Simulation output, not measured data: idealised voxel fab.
The name of this process module is voxel wiring stack.
Section cut is 140 nm wide and gridded with 5 nm square cells.
In this document a cross-section is written as a grid of square cells. It is given as a series of bands, listed from the top down, and a band is one or more rows of cells. For a band, the entry starts with two heights in nm, that of the top and then that of the bottom, and carries on with the band's materials in order from left to right, each alongside its width in nm; the word "throughout" beside a single material means it fills the band edge to edge, and "empty" means empty space. The reference from which all heights are counted is 0, the level beneath which the as-received wafer is entirely one material; the lowest band, having no lower bound, proceeds downward and is written after the example "top 0, no bottom". It should be noted that a width expressed as "30->40" varies in equal increments from row to row of cells within the band, taking the value of the first number at the top row and that of the second number at the bottom row. Reading "everything unchanged" for a step: not a cell of the cross-section changed in it. Each empty space that has no open way to the top and spans at least 8 cells appears under "Sealed internal cavities" as width x height at distance, the distance counted from the left edge, all in nm. Heads up: the bit after the settings on a step's line is the simulator's remark on that step. "overlay nm" on a masked step: distance the mask lay right of its planned place, negative for left. Read the rest as pairs. Take the cross-section before one process step, then the cross-section after it, which shows only down to the lowest band that changed. Under the pair, find the step between them and its settings. Bear in mind that pairs may come from different runs of this module on the same starting wafer: link a pair to the pair above it only where its entry headed "Geometry before processing" says to.

Geometry before processing:
> top 140, bottom 125  30 nm lowk; 30 nm empty; 20 nm lowk; 30 nm empty; 30 nm lowk
> top 125, bottom 110  30 nm lowk; 15 nm empty; 95 nm lowk
> top 110, bottom 105  30 nm SiCN; 15 nm empty; 95 nm SiCN
> top 105, bottom 100  Ru throughout
> top 100, bottom 95  35 nm TiN; 20 nm Ru; 30 nm TiN; 20 nm Ru; 35 nm TiN
> top 95, bottom 85  30 nm lowk; 5 nm TiN; 20 nm Ru; 5 nm TiN; 20 nm lowk; 5 nm TiN; 20 nm Ru; 5 nm TiN; 30 nm lowk
> top 85, bottom 80  30 nm lowk; 30 nm TiN; 20 nm lowk; 30 nm TiN; 30 nm lowk
> top 80, bottom 70  30 nm lowk; 15 nm Ru; 35 nm lowk; 15 nm Ru; 45 nm lowk
> top 70, bottom 65  30 nm SiCN; 15 nm Ru; 35 nm SiCN; 15 nm Ru; 45 nm SiCN
> top 65, bottom 55  30 nm SiO2; 5 nm TiN; 20 nm Cu; 5 nm TiN; 20 nm SiO2; 5 nm TiN; 20 nm Cu; 5 nm TiN; 30 nm SiO2
> top 55, bottom 50  30 nm SiO2; 5 nm TiN; 5 nm Cu; 20 nm TiN; 20 nm SiO2; 5 nm TiN; 5 nm Cu; 20 nm TiN; 30 nm SiO2
> top 50, bottom 35  30 nm SiO2; 5 nm TiN; 5 nm Cu; 5 nm TiN; 35 nm SiO2; 5 nm TiN; 5 nm Cu; 5 nm TiN; 45 nm SiO2
> top 35, bottom 30  30 nm SiCN; 15 nm TiN; 35 nm SiCN; 15 nm TiN; 45 nm SiCN
> top 30, bottom 15  30 nm lowk; 5 nm TiN; 20 nm Cu; 5 nm TiN; 20 nm lowk; 5 nm TiN; 20 nm Cu; 5 nm TiN; 30 nm lowk
> top 15, bottom 10  30 nm SiN; 30 nm TiN; 20 nm SiN; 30 nm TiN; 30 nm SiN
> top 10, bottom 0  SiO2 throughout
> top 0, no bottom  Si throughout
> Sealed internal cavities: none

Post-Process View:
> top 145, bottom 140  35 nm TiN; 20 nm empty; 30 nm TiN; 20 nm empty; 35 nm TiN
> top 140, bottom 130  30 nm lowk; 5 nm TiN; 20 nm empty; 5 nm TiN; 20 nm lowk; 5 nm TiN; 20 nm empty; 5 nm TiN; 30 nm lowk
> top 130, bottom 125  30 nm lowk; 5 nm TiN; 5 nm empty; 20 nm TiN; 20 nm lowk; 30 nm TiN; 30 nm lowk
> top 125, bottom 110  30 nm lowk; 5 nm TiN; 5 nm empty; 5 nm TiN; 95 nm lowk
> top 110, bottom 105  30 nm SiCN; 15 nm TiN; 95 nm SiCN
> At heights below 105, the structure remains unaltered.
> Sealed internal cavities: none
So what happens between those two cross-sections up there? CONFORMAL_DEP | material TiN | thk nm 5

Geometry before processing: equal to the after panel directly above.

Post-Process View:
> top 155, bottom 145  Cu throughout
> top 145, bottom 140  35 nm TiN; 20 nm Cu; 30 nm TiN; 20 nm Cu; 35 nm TiN
> top 140, bottom 130  30 nm lowk; 5 nm TiN; 20 nm Cu; 5 nm TiN; 20 nm lowk; 5 nm TiN; 20 nm Cu; 5 nm TiN; 30 nm lowk
> top 130, bottom 125  30 nm lowk; 5 nm TiN; 5 nm Cu; 20 nm TiN; 20 nm lowk; 30 nm TiN; 30 nm lowk
> top 125, bottom 110  30 nm lowk; 5 nm TiN; 5 nm Cu; 5 nm TiN; 95 nm lowk
> At heights below 110, the structure remains unaltered.
> Sealed internal cavities: none
So what happens between those two cross-sections up there? FILL_DEP | material Cu | thk nm 10

Geometry before processing: equal to the after panel directly above.

Post-Process View:
> top 140, bottom 130  30 nm lowk; 5 nm TiN; 20 nm Cu; 5 nm TiN; 20 nm lowk; 5 nm TiN; 20 nm Cu; 5 nm TiN; 30 nm lowk
> At heights below 130, the structure remains unaltered.
> Sealed internal cavities: none
So what happens between those two cross-sections up there? CMP | height nm 140

Geometry before processing: equal to the after panel directly above.

Post-Process View:
> top 145, bottom 140  SiN throughout
> At heights below 140, the structure remains unaltered.
> Sealed internal cavities: none
So what happens between those two cross-sections up there? CONFORMAL_DEP | material SiN | thk nm 5

Geometry before processing:
> top 80, bottom 65  30 nm aC; 30 nm empty; 20 nm aC; 30 nm empty; 30 nm aC
> top 65, bottom 50  30 nm SiO2; 30 nm empty; 20 nm SiO2; 30 nm empty; 30 nm SiO2
> top 50, bottom 35  30 nm SiO2; 15 nm empty; 35 nm SiO2; 15 nm empty; 45 nm SiO2
> top 35, bottom 30  SiCN throughout
> top 30, bottom 15  30 nm lowk; 5 nm TiN; 20 nm Cu; 5 nm TiN; 20 nm lowk; 5 nm TiN; 20 nm Cu; 5 nm TiN; 30 nm lowk
> top 15, bottom 10  30 nm SiN; 30 nm TiN; 20 nm SiN; 30 nm TiN; 30 nm SiN
> top 10, bottom 0  SiO2 throughout
> top 0, no bottom  Si throughout
> Sealed internal cavities: none

Post-Process View:
> top 80, bottom 65  30 nm aC; 30 nm empty; 20 nm aC; 30 nm empty; 30 nm aC
> top 65, bottom 35  30 nm SiO2; 30 nm empty; 20 nm SiO2; 30 nm empty; 30 nm SiO2
> At heights below 35, the structure remains unaltered.
> Sealed internal cavities: none
So what happens between those two cross-sections up there? DIRECTIONAL_ETCH | etch materials SiO2 | depth nm 15

Geometry before processing: equal to the after panel directly above.

Post-Process View:
> top 80, bottom 65  30 nm aC; 30 nm empty; 20 nm aC; 30 nm empty; 30 nm aC
> top 65, bottom 35  30 nm SiO2; 30 nm empty; 20 nm SiO2; 30 nm empty; 30 nm SiO2
> top 35, bottom 30  30 nm SiCN; 30 nm empty; 20 nm SiCN; 30 nm empty; 30 nm SiCN
> At heights below 30, the structure remains unaltered.
> Sealed internal cavities: none
So what happens between those two cross-sections up there? DIRECTIONAL_ETCH | etch materials SiCN | depth nm 5

Geometry before processing: equal to the after panel directly above.

Post-Process View:
> top 65, bottom 35  30 nm SiO2; 30 nm empty; 20 nm SiO2; 30 nm empty; 30 nm SiO2
> At heights below 35, the structure remains unaltered.
> Sealed internal cavities: none
So what happens between those two cross-sections up there? STRIP | etch materials aC

Geometry before processing: equal to the after panel directly above.

Post-Process View:
> top 70, bottom 65  35 nm TiN; 20 nm empty; 30 nm TiN; 20 nm empty; 35 nm TiN
> top 65, bottom 35  30 nm SiO2; 5 nm TiN; 20 nm empty; 5 nm TiN; 20 nm SiO2; 5 nm TiN; 20 nm empty; 5 nm TiN; 30 nm SiO2
> top 35, bottom 30  30 nm SiCN; 30 nm TiN; 20 nm SiCN; 30 nm TiN; 30 nm SiCN
> At heights below 30, the structure remains unaltered.
> Sealed internal cavities: none
So what happens between those two cross-sections up there? CONFORMAL_DEP | material TiN | thk nm 5

Geometry before processing: equal to the after panel directly above.

Post-Process View:
> top 75, bottom 70  Cu throughout
> top 70, bottom 65  35 nm TiN; 20 nm Cu; 30 nm TiN; 20 nm Cu; 35 nm TiN
> top 65, bottom 35  30 nm SiO2; 5 nm TiN; 20 nm Cu; 5 nm TiN; 20 nm SiO2; 5 nm TiN; 20 nm Cu; 5 nm TiN; 30 nm SiO2
> At heights below 35, the structure remains unaltered.
> Sealed internal cavities: none
So what happens between those two cross-sections up there? FILL_DEP | material Cu | thk nm 5

Geometry before processing: equal to the after panel directly above.

Post-Process View:
> top 65, bottom 35  30 nm SiO2; 5 nm TiN; 20 nm Cu; 5 nm TiN; 20 nm SiO2; 5 nm TiN; 20 nm Cu; 5 nm TiN; 30 nm SiO2
> At heights below 35, the structure remains unaltered.
> Sealed internal cavities: none
So what happens between those two cross-sections up there? CMP | height nm 65

Geometry before processing: equal to the after panel directly above.

Post-Process View:
> top 70, bottom 65  SiCN throughout
> At heights below 65, the structure remains unaltered.
> Sealed internal cavities: none
So what happens between those two cross-sections up there? CONFORMAL_DEP | material SiCN | thk nm 5

Geometry before processing: equal to the after panel directly above.

Post-Process View:
> top 80, bottom 70  lowk throughout
> At heights below 70, the structure remains unaltered.
> Sealed internal cavities: none
So what happens between those two cross-sections up there? DIRECTIONAL_DEP | material lowk | thk nm 10

Geometry before processing: equal to the after panel directly above.

Post-Process View:
> top 95, bottom 80  30 nm resist; 15 nm empty; 35 nm resist; 15 nm empty; 45 nm resist
> At heights below 80, the structure remains unaltered.
> Sealed internal cavities: none
So what happens between those two cross-sections up there? PATTERN | tone open | mask id PLUG_2 | material resist | width nm 15 | pitch nm 50 | thk nm 15 | overlay nm 0

Geometry before processing: equal to the after panel directly above.

Post-Process View:
> top 95, bottom 80  30 nm resist; 15 nm empty; 35 nm resist; 15 nm empty; 45 nm resist
> top 80, bottom 70  30 nm lowk; 15 nm empty; 35 nm lowk; 15 nm empty; 45 nm lowk
> At heights below 70, the structure remains unaltered.
> Sealed internal cavities: none
So what happens between those two cross-sections up there? DIRECTIONAL_ETCH | etch materials lowk | depth nm 10

Geometry before processing: equal to the after panel directly above.

Post-Process View:
> top 95, bottom 80  30 nm resist; 15 nm empty; 35 nm resist; 15 nm empty; 45 nm resist
> top 80, bottom 70  30 nm lowk; 15 nm empty; 35 nm lowk; 15 nm empty; 45 nm lowk
> top 70, bottom 65  30 nm SiCN; 15 nm empty; 35 nm SiCN; 15 nm empty; 45 nm SiCN
> At heights below 65, the structure remains unaltered.
> Sealed internal cavities: none
So what happens between those two cross-sections up there? DIRECTIONAL_ETCH | etch materials SiCN | depth nm 5

Geometry before processing: equal to the after panel directly above.

Post-Process View:
> top 80, bottom 70  30 nm lowk; 15 nm empty; 35 nm lowk; 15 nm empty; 45 nm lowk
> At heights below 70, the structure remains unaltered.
> Sealed internal cavities: none
So what happens between those two cross-sections up there? STRIP | etch materials resist

Geometry before processing: equal to the after panel directly above.

Post-Process View:
> top 80, bottom 75  30 nm lowk; 15 nm empty; 35 nm lowk; 15 nm empty; 45 nm lowk
> top 75, bottom 70  30 nm lowk; 15 nm Ru; 35 nm lowk; 15 nm Ru; 45 nm lowk
> top 70, bottom 65  30 nm SiCN; 15 nm Ru; 35 nm SiCN; 15 nm Ru; 45 nm SiCN
> At heights below 65, the structure remains unaltered.
> Sealed internal cavities: none
So what happens between those two cross-sections up there? EPI | material Ru | thk nm 10

Geometry before processing: equal to the after panel directly above.

Post-Process View:
> top 80, bottom 70  30 nm lowk; 15 nm Ru; 35 nm lowk; 15 nm Ru; 45 nm lowk
> At heights below 70, the structure remains unaltered.
> Sealed internal cavities: none
So what happens between those two cross-sections up there? EPI | material Ru | thk nm 5

Geometry before processing: equal to the after panel directly above.

Post-Process View:
> top 85, bottom 80  SiCN throughout
> At heights below 80, the structure remains unaltered.
> Sealed internal cavities: none
So what happens between those two cross-sections up there? CONFORMAL_DEP | material SiCN | thk nm 5

Geometry before processing: equal to the after panel directly above.

Post-Process View:
> top 100, bottom 85  lowk throughout
> At heights below 85, the structure remains unaltered.
> Sealed internal cavities: none
So what happens between those two cross-sections up there? DIRECTIONAL_DEP | material lowk | thk nm 15

Geometry before processing: equal to the after panel directly above.

Post-Process View:
> top 120, bottom 100  30 nm resist; 30 nm empty; 20 nm resist; 30 nm empty; 30 nm resist
> At heights below 100, the structure remains unaltered.
> Sealed internal cavities: none
So what happens between those two cross-sections up there? PATTERN | tone open | mask id METAL_3 | material resist | width nm 30 | pitch nm 50 | thk nm 20 | overlay nm 0

Geometry before processing: equal to the after panel directly above.

Post-Process View:
> top 120, bottom 100  30 nm resist; 30 nm empty; 20 nm resist; 30 nm empty; 30 nm resist
> top 100, bottom 85  30 nm lowk; 30 nm empty; 20 nm lowk; 30 nm empty; 30 nm lowk
> At heights below 85, the structure remains unaltered.
> Sealed internal cavities: none
So what happens between those two cross-sections up there? DIRECTIONAL_ETCH | etch materials lowk | depth nm 15

Geometry before processing: equal to the after panel directly above.

Post-Process View:
> top 120, bottom 100  30 nm resist; 30 nm empty; 20 nm resist; 30 nm empty; 30 nm resist
> top 100, bottom 85  30 nm lowk; 30 nm empty; 20 nm lowk; 30 nm empty; 30 nm lowk
> top 85, bottom 80  30 nm SiCN; 30 nm empty; 20 nm SiCN; 30 nm empty; 30 nm SiCN
> At heights below 80, the structure remains unaltered.
> Sealed internal cavities: none
So what happens between those two cross-sections up there? DIRECTIONAL_ETCH | etch materials SiCN | depth nm 5

Geometry before processing: equal to the after panel directly above.

Post-Process View:
> top 100, bottom 85  30 nm lowk; 30 nm empty; 20 nm lowk; 30 nm empty; 30 nm lowk
> At heights below 85, the structure remains unaltered.
> Sealed internal cavities: none
So what happens between those two cross-sections up there? STRIP | etch materials resist

Geometry before processing: equal to the after panel directly above.

Post-Process View:
> top 105, bottom 100  35 nm TiN; 20 nm empty; 30 nm TiN; 20 nm empty; 35 nm TiN
> top 100, bottom 85  30 nm lowk; 5 nm TiN; 20 nm empty; 5 nm TiN; 20 nm lowk; 5 nm TiN; 20 nm empty; 5 nm TiN; 30 nm lowk
> top 85, bottom 80  30 nm SiCN; 30 nm TiN; 20 nm SiCN; 30 nm TiN; 30 nm SiCN
> At heights below 80, the structure remains unaltered.
> Sealed internal cavities: none
So what happens between those two cross-sections up there? CONFORMAL_DEP | material TiN | thk nm 5

Geometry before processing: equal to the after panel directly above.

Post-Process View:
> top 110, bottom 105  Ru throughout
> top 105, bottom 100  35 nm TiN; 20 nm Ru; 30 nm TiN; 20 nm Ru; 35 nm TiN
> top 100, bottom 85  30 nm lowk; 5 nm TiN; 20 nm Ru; 5 nm TiN; 20 nm lowk; 5 nm TiN; 20 nm Ru; 5 nm TiN; 30 nm lowk
> At heights below 85, the structure remains unaltered.
> Sealed internal cavities: none
So what happens between those two cross-sections up there? FILL_DEP | material Ru | thk nm 5

Geometry before processing: equal to the after panel directly above.

Post-Process View:
> top 100, bottom 85  30 nm lowk; 5 nm TiN; 20 nm Ru; 5 nm TiN; 20 nm lowk; 5 nm TiN; 20 nm Ru; 5 nm TiN; 30 nm lowk
> At heights below 85, the structure remains unaltered.
> Sealed internal cavities: none
So what happens between those two cross-sections up there? CMP | height nm 100

Geometry before processing: equal to the after panel directly above.

Post-Process View:
> top 105, bottom 100  25 nm empty; 40 nm Ru; 10 nm empty; 40 nm Ru; 25 nm empty
> At heights below 100, the structure remains unaltered.
> Sealed internal cavities: none
So what happens between those two cross-sections up there? EPI | material Ru | thk nm 5

Geometry before processing: equal to the after panel directly above.

Post-Process View:
> top 110, bottom 105  SiCN throughout
> top 105, bottom 100  25 nm SiCN; 40 nm Ru; 10 nm SiCN; 40 nm Ru; 25 nm SiCN
> At heights below 100, the structure remains unaltered.
> Sealed internal cavities: none
So what happens between those two cross-sections up there? FILL_DEP | material SiCN | thk nm 5

Geometry before processing: equal to the after panel directly above.

Post-Process View:
> top 140, bottom 110  lowk throughout
> At heights below 110, the structure remains unaltered.
> Sealed internal cavities: none
So what happens between those two cross-sections up there? DIRECTIONAL_DEP | material lowk | thk nm 30

Geometry before processing: equal to the after panel directly above.

Post-Process View:
> top 160, bottom 140  30 nm resist; 15 nm empty; 95 nm resist
> At heights below 140, the structure remains unaltered.
> Sealed internal cavities: none
So what happens between those two cross-sections up there? PATTERN | tone open | mask id METAL_4_HOLES | material resist | width nm 15 | thk nm 20 | overlay nm 0

Geometry before processing: equal to the after panel directly above.

Post-Process View:
> top 160, bottom 140  30 nm resist; 15 nm empty; 95 nm resist
> top 140, bottom 110  30 nm lowk; 15 nm empty; 95 nm lowk
> At heights below 110, the structure remains unaltered.
> Sealed internal cavities: none
So what happens between those two cross-sections up there? DIRECTIONAL_ETCH | etch materials lowk | depth nm 30

Geometry before processing: equal to the after panel directly above.

Post-Process View:
> top 140, bottom 110  30 nm lowk; 15 nm empty; 95 nm lowk
> At heights below 110, the structure remains unaltered.
> Sealed internal cavities: none
So what happens between those two cross-sections up there? STRIP | etch materials resist

Geometry before processing: equal to the after panel directly above.

Post-Process View:
> top 155, bottom 140  30 nm resist; 30 nm empty; 20 nm resist; 30 nm empty; 30 nm resist
> At heights below 140, the structure remains unaltered.
> Sealed internal cavities: none
So what happens between those two cross-sections up there? PATTERN | tone open | mask id METAL_4 | material resist | width nm 30 | pitch nm 50 | thk nm 15 | overlay nm 0

Geometry before processing: equal to the after panel directly above.

Post-Process View:
> top 155, bottom 140  30 nm resist; 30 nm empty; 20 nm resist; 30 nm empty; 30 nm resist
> top 140, bottom 125  30 nm lowk; 30 nm empty; 20 nm lowk; 30 nm empty; 30 nm lowk
> At heights below 125, the structure remains unaltered.
> Sealed internal cavities: none
So what happens between those two cross-sections up there? DIRECTIONAL_ETCH | etch materials lowk | depth nm 15

Geometry before processing: equal to the after panel directly above.

Post-Process View:
> top 155, bottom 140  30 nm resist; 30 nm empty; 20 nm resist; 30 nm empty; 30 nm resist
> top 140, bottom 125  30 nm lowk; 30 nm empty; 20 nm lowk; 30 nm empty; 30 nm lowk
> top 125, bottom 110  30 nm lowk; 15 nm empty; 95 nm lowk
> top 110, bottom 105  30 nm SiCN; 15 nm empty; 95 nm SiCN
> At heights below 105, the structure remains unaltered.
> Sealed internal cavities: none
So what happens between those two cross-sections up there? DIRECTIONAL_ETCH | etch materials SiCN | depth nm 5

Geometry before processing: equal to the after panel directly above.

Post-Process View:
> top 140, bottom 125  30 nm lowk; 30 nm empty; 20 nm lowk; 30 nm empty; 30 nm lowk
> At heights below 125, the structure remains unaltered.
> Sealed internal cavities: none
So what happens between those two cross-sections up there? STRIP | etch materials resist

Geometry before processing: equal to the after panel directly above.

Post-Process View:
> top 145, bottom 140  35 nm TiN; 20 nm empty; 30 nm TiN; 20 nm empty; 35 nm TiN
> top 140, bottom 130  30 nm lowk; 5 nm TiN; 20 nm empty; 5 nm TiN; 20 nm lowk; 5 nm TiN; 20 nm empty; 5 nm TiN; 30 nm lowk
> top 130, bottom 125  30 nm lowk; 5 nm TiN; 5 nm empty; 20 nm TiN; 20 nm lowk; 30 nm TiN; 30 nm lowk
> top 125, bottom 110  30 nm lowk; 5 nm TiN; 5 nm empty; 5 nm TiN; 95 nm lowk
> top 110, bottom 105  30 nm SiCN; 15 nm TiN; 95 nm SiCN
> At heights below 105, the structure remains unaltered.
> Sealed internal cavities: none
So what happens between those two cross-sections up there? CONFORMAL_DEP | material TiN | thk nm 5

Geometry before processing: equal to the after panel directly above.

Post-Process View:
> top 155, bottom 145  Cu throughout
> top 145, bottom 140  35 nm TiN; 20 nm Cu; 30 nm TiN; 20 nm Cu; 35 nm TiN
> top 140, bottom 130  30 nm lowk; 5 nm TiN; 20 nm Cu; 5 nm TiN; 20 nm lowk; 5 nm TiN; 20 nm Cu; 5 nm TiN; 30 nm lowk
> top 130, bottom 125  30 nm lowk; 5 nm TiN; 5 nm Cu; 20 nm TiN; 20 nm lowk; 30 nm TiN; 30 nm lowk
> top 125, bottom 110  30 nm lowk; 5 nm TiN; 5 nm Cu; 5 nm TiN; 95 nm lowk
> At heights below 110, the structure remains unaltered.
> Sealed internal cavities: none
So what happens between those two cross-sections up there? FILL_DEP | material Cu | thk nm 10

Geometry before processing: equal to the after panel directly above.

Post-Process View:
> top 140, bottom 130  30 nm lowk; 5 nm TiN; 20 nm Cu; 5 nm TiN; 20 nm lowk; 5 nm TiN; 20 nm Cu; 5 nm TiN; 30 nm lowk
> At heights below 130, the structure remains unaltered.
> Sealed internal cavities: none
So what happens between those two cross-sections up there? CMP | height nm 140

Geometry before processing: equal to the after panel directly above.

Post-Process View:
> top 145, bottom 140  SiN throughout
> At heights below 140, the structure remains unaltered.
> Sealed internal cavities: none
So what happens between those two cross-sections up there? CONFORMAL_DEP | material SiN | thk nm 5

Geometry before processing:
> top 0, no bottom  Si throughout
> Sealed internal cavities: none

Post-Process View:
> top 5, bottom 0  SiN throughout
> At heights below 0, the structure remains unaltered.
> Sealed internal cavities: none
So what happens between those two cross-sections up there? CONFORMAL_DEP | material SiN | thk nm 5

Geometry before processing: equal to the after panel directly above.

Post-Process View:
> top 15, bottom 5  SiO2 throughout
> At heights below 5, the structure remains unaltered.
> Sealed internal cavities: none
So what happens between those two cross-sections up there? CONFORMAL_DEP | material SiO2 | thk nm 10

Geometry before processing: equal to the after panel directly above.

Post-Process View:
> top 30, bottom 15  lowk throughout
> At heights below 15, the structure remains unaltered.
> Sealed internal cavities: none
So what happens between those two cross-sections up there? DIRECTIONAL_DEP | material lowk | thk nm 15

Geometry before processing: equal to the after panel directly above.

Post-Process View:
> top 50, bottom 30  30 nm resist; 30 nm empty; 20 nm resist; 30 nm empty; 30 nm resist
> At heights below 30, the structure remains unaltered.
> Sealed internal cavities: none
So what happens between those two cross-sections up there? PATTERN | tone open | mask id METAL_1 | material resist | width nm 30 | pitch nm 50 | thk nm 20 | overlay nm 0

Geometry before processing: equal to the after panel directly above.

Post-Process View:
> top 50, bottom 30  30 nm resist; 30 nm empty; 20 nm resist; 30 nm empty; 30 nm resist
> top 30, bottom 15  30 nm lowk; 30 nm empty; 20 nm lowk; 30 nm empty; 30 nm lowk
> At heights below 15, the structure remains unaltered.
> Sealed internal cavities: none
So what happens between those two cross-sections up there? DIRECTIONAL_ETCH | etch materials lowk | depth nm 15

Geometry before processing: equal to the after panel directly above.

Post-Process View:
> top 30, bottom 15  30 nm lowk; 30 nm empty; 20 nm lowk; 30 nm empty; 30 nm lowk
> At heights below 15, the structure remains unaltered.
> Sealed internal cavities: none
So what happens between those two cross-sections up there? STRIP | etch materials resist

Geometry before processing: equal to the after panel directly above.

Post-Process View:
> top 35, bottom 30  35 nm TiN; 20 nm empty; 30 nm TiN; 20 nm empty; 35 nm TiN
> top 30, bottom 20  30 nm lowk; 5 nm TiN; 20 nm empty; 5 nm TiN; 20 nm lowk; 5 nm TiN; 20 nm empty; 5 nm TiN; 30 nm lowk
> top 20, bottom 15  30 nm lowk; 30 nm TiN; 20 nm lowk; 30 nm TiN; 30 nm lowk
> At heights below 15, the structure remains unaltered.
> Sealed internal cavities: none
So what happens between those two cross-sections up there? CONFORMAL_DEP | material TiN | thk nm 5

Geometry before processing: equal to the after panel directly above.

Post-Process View:
> top 40, bottom 35  Cu throughout
> top 35, bottom 30  35 nm TiN; 20 nm Cu; 30 nm TiN; 20 nm Cu; 35 nm TiN
> top 30, bottom 20  30 nm lowk; 5 nm TiN; 20 nm Cu; 5 nm TiN; 20 nm lowk; 5 nm TiN; 20 nm Cu; 5 nm TiN; 30 nm lowk
> At heights below 20, the structure remains unaltered.
> Sealed internal cavities: none
So what happens between those two cross-sections up there? FILL_DEP | material Cu | thk nm 5

Geometry before processing: equal to the after panel directly above.

Post-Process View:
> top 30, bottom 20  30 nm lowk; 5 nm TiN; 20 nm Cu; 5 nm TiN; 20 nm lowk; 5 nm TiN; 20 nm Cu; 5 nm TiN; 30 nm lowk
> At heights below 20, the structure remains unaltered.
> Sealed internal cavities: none
So what happens between those two cross-sections up there? CMP | height nm 30

Geometry before processing: equal to the after panel directly above.

Post-Process View:
> top 35, bottom 30  SiCN throughout
> At heights below 30, the structure remains unaltered.
> Sealed internal cavities: none
So what happens between those two cross-sections up there? CONFORMAL_DEP | material SiCN | thk nm 5

Geometry before processing: equal to the after panel directly above.

Post-Process View:
> top 65, bottom 35  SiO2 throughout
> At heights below 35, the structure remains unaltered.
> Sealed internal cavities: none
So what happens between those two cross-sections up there? DIRECTIONAL_DEP | material SiO2 | thk nm 30

Geometry before processing: equal to the after panel directly above.

Post-Process View:
> top 65, bottom 35  30 nm SiO2; 15 nm empty; 35 nm SiO2; 15 nm empty; 45 nm SiO2
> At heights below 35, the structure remains unaltered.
> Sealed internal cavities: none
So what happens between those two cross-sections up there? MASKED_ETCH | tone open | mask id METAL_2_HOLES | width nm 15 | pitch nm 50 | etch materials SiO2 | depth nm 30 | overlay nm 0

Geometry before processing: equal to the after panel directly above.

Post-Process View:
> top 80, bottom 65  30 nm aC; 15 nm empty; 35 nm aC; 15 nm empty; 45 nm aC
> top 65, bottom 50  30 nm SiO2; 15 nm empty; 35 nm SiO2; 15 nm empty; 45 nm SiO2
> top 50, bottom 35  30 nm SiO2; 15 nm aC; 35 nm SiO2; 15 nm aC; 45 nm SiO2
> At heights below 35, the structure remains unaltered.
> Sealed internal cavities: none
So what happens between those two cross-sections up there? DIRECTIONAL_DEP | material aC | thk nm 15

Geometry before processing: equal to the after panel directly above.

Post-Process View:
> top 110, bottom 80  30 nm resist; 30 nm empty; 20 nm resist; 30 nm empty; 30 nm resist
> At heights below 80, the structure remains unaltered.
> Sealed internal cavities: none
So what happens between those two cross-sections up there? PATTERN | tone open | mask id METAL_2 | material resist | width nm 30 | pitch nm 50 | thk nm 30 | overlay nm 0

Geometry before processing: equal to the after panel directly above.

Post-Process View:
> top 95, bottom 80  30 nm resist; 30 nm empty; 20 nm resist; 30 nm empty; 30 nm resist
> top 80, bottom 65  30 nm aC; 30 nm empty; 20 nm aC; 30 nm empty; 30 nm aC
> top 65, bottom 35  30 nm SiO2; 15 nm empty; 35 nm SiO2; 15 nm empty; 45 nm SiO2
> At heights below 35, the structure remains unaltered.
> Sealed internal cavities: none
So what happens between those two cross-sections up there? DIRECTIONAL_ETCH | etch materials aC | depth nm 15

Geometry before processing: equal to the after panel directly above.

Post-Process View:
> top 80, bottom 65  30 nm aC; 30 nm empty; 20 nm aC; 30 nm empty; 30 nm aC
> At heights below 65, the structure remains unaltered.
> Sealed internal cavities: none
So what happens between those two cross-sections up there? STRIP | etch materials resist

Geometry before processing: equal to the after panel directly above.

Post-Process View:
> top 80, bottom 65  30 nm aC; 30 nm empty; 20 nm aC; 30 nm empty; 30 nm aC
> top 65, bottom 50  30 nm SiO2; 30 nm empty; 20 nm SiO2; 30 nm empty; 30 nm SiO2
> At heights below 50, the structure remains unaltered.
> Sealed internal cavities: none
So what happens between those two cross-sections up there? DIRECTIONAL_ETCH | etch materials SiO2 | depth nm 15

Geometry before processing: equal to the after panel directly above.

Post-Process View:
> top 80, bottom 65  30 nm aC; 30 nm empty; 20 nm aC; 30 nm empty; 30 nm aC
> top 65, bottom 50  30 nm SiO2; 30 nm empty; 20 nm SiO2; 30 nm empty; 30 nm SiO2
> top 50, bottom 35  30 nm SiO2; 15 nm empty; 35 nm SiO2; 15 nm empty; 45 nm SiO2
> top 35, bottom 30  30 nm SiCN; 15 nm empty; 35 nm SiCN; 15 nm empty; 45 nm SiCN
> At heights below 30, the structure remains unaltered.
> Sealed internal cavities: none
So what happens between those two cross-sections up there? DIRECTIONAL_ETCH | etch materials SiCN | depth nm 5

Geometry before processing: equal to the after panel directly above.

Post-Process View:
> top 65, bottom 50  30 nm SiO2; 30 nm empty; 20 nm SiO2; 30 nm empty; 30 nm SiO2
> At heights below 50, the structure remains unaltered.
> Sealed internal cavities: none
So what happens between those two cross-sections up there? STRIP | etch materials aC

Geometry before processing: equal to the after panel directly above.

Post-Process View:
> top 70, bottom 65  35 nm TiN; 20 nm empty; 30 nm TiN; 20 nm empty; 35 nm TiN
> top 65, bottom 55  30 nm SiO2; 5 nm TiN; 20 nm empty; 5 nm TiN; 20 nm SiO2; 5 nm TiN; 20 nm empty; 5 nm TiN; 30 nm SiO2
> top 55, bottom 50  30 nm SiO2; 5 nm TiN; 5 nm empty; 20 nm TiN; 20 nm SiO2; 5 nm TiN; 5 nm empty; 20 nm TiN; 30 nm SiO2
> top 50, bottom 35  30 nm SiO2; 5 nm TiN; 5 nm empty; 5 nm TiN; 35 nm SiO2; 5 nm TiN; 5 nm empty; 5 nm TiN; 45 nm SiO2
> top 35, bottom 30  30 nm SiCN; 15 nm TiN; 35 nm SiCN; 15 nm TiN; 45 nm SiCN
> At heights below 30, the structure remains unaltered.
> Sealed internal cavities: none
So what happens between those two cross-sections up there? CONFORMAL_DEP | material TiN | thk nm 5

Geometry before processing: equal to the after panel directly above.

Post-Process View:
> top 75, bottom 70  Cu throughout
> top 70, bottom 65  35 nm TiN; 20 nm Cu; 30 nm TiN; 20 nm Cu; 35 nm TiN
> top 65, bottom 55  30 nm SiO2; 5 nm TiN; 20 nm Cu; 5 nm TiN; 20 nm SiO2; 5 nm TiN; 20 nm Cu; 5 nm TiN; 30 nm SiO2
> top 55, bottom 50  30 nm SiO2; 5 nm TiN; 5 nm Cu; 20 nm TiN; 20 nm SiO2; 5 nm TiN; 5 nm Cu; 20 nm TiN; 30 nm SiO2
> top 50, bottom 35  30 nm SiO2; 5 nm TiN; 5 nm Cu; 5 nm TiN; 35 nm SiO2; 5 nm TiN; 5 nm Cu; 5 nm TiN; 45 nm SiO2
> At heights below 35, the structure remains unaltered.
> Sealed internal cavities: none
So what happens between those two cross-sections up there? FILL_DEP | material Cu | thk nm 5

Geometry before processing: equal to the after panel directly above.

Post-Process View:
> top 65, bottom 55  30 nm SiO2; 5 nm TiN; 20 nm Cu; 5 nm TiN; 20 nm SiO2; 5 nm TiN; 20 nm Cu; 5 nm TiN; 30 nm SiO2
> At heights below 55, the structure remains unaltered.
> Sealed internal cavities: none
So what happens between those two cross-sections up there? CMP | height nm 65

Geometry before processing: equal to the after panel directly above.

Post-Process View:
> top 70, bottom 65  SiCN throughout
> At heights below 65, the structure remains unaltered.
> Sealed internal cavities: none
So what happens between those two cross-sections up there? CONFORMAL_DEP | material SiCN | thk nm 5
